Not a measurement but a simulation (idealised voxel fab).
Title: Process Module voxel spacer lines
For reference, the cross-section in this document is cut, with width 225 nm and square cells of 5 nm.
In this document a cross-section is written as a grid of square cells. It is given as a series of bands, listed from the top down, and a band is one or more rows of cells. Read a band's entry like this: the first values are the height of its top and the height of its bottom in nm, and what follows is the sequence of materials from left to right, each with its width in nm. Note that "air" is empty space, and that a single material marked "everywhere" reaches across the band from edge to edge. Beneath 0, the wafer as received is one material, and that level is where height counting begins. The lowest band goes on downward without a bottom; it is written like "0..down". Per-row width for "30..40": begins at first number (top row of band), ends at second number (bottom row), increment between rows held constant. Given "all unchanged" for a step, no cell of the cross-section differs between before and after that step. "Enclosed void inventory": sealed empty spaces, 8 cells or more, no open way to top, listed width x height at distance, with distance from the left edge and width, height and distance in nm. Formally, on a step line, whatever follows the settings is a remark that the simulator itself makes on the step. "overlay nm" denotes, for a step that has a mask, the displacement of the mask to the right of its planned place, with negative values corresponding to the left.

-- Process steps - plan
1. RECEIVE (material Si)
2. CONFORMAL_DEP (material SiO2; thk nm 5)
3. DIRECTIONAL_DEP (material TiN; thk nm 20)
4. DIRECTIONAL_DEP (material polySi; thk nm 25)
5. PATTERN (tone cover; mask id MANDREL; material resist; width nm 15; pitch nm 50; thk nm 35; overlay nm 0)
6. DIRECTIONAL_ETCH (etch materials polySi; depth nm 25)
7. STRIP (etch materials resist)
8. CONFORMAL_DEP (material SiN; thk nm 10)
9. DIRECTIONAL_ETCH (etch materials SiN; depth nm 10)
10. STRIP (etch materials polySi)
11. DIRECTIONAL_ETCH (etch materials TiN; depth nm 20)
12. STRIP (etch materials SiN)

-- Delivered wafer in cross-section: state after step 1
- 0..down  Si everywhere
- Enclosed void inventory: none

-- Look at the cross-section after the module: the wafer started out the way shown above and the plan was the one shown above, yet one mistake was made along the way
- 35..15  air (45) / TiN (10) / air (15) / TiN (10) / air (15) / TiN (10) / air (15) / TiN (10) / air (15) / TiN (10) / air (15) / TiN (10) / air (45)
- 15..0  SiO2 everywhere
- 0..down  Si everywhere
- Enclosed void inventory: none
What was the processing mistake? step 2 deviated from plan and actually ran as CONFORMAL_DEP (material SiO2; thk nm 15)
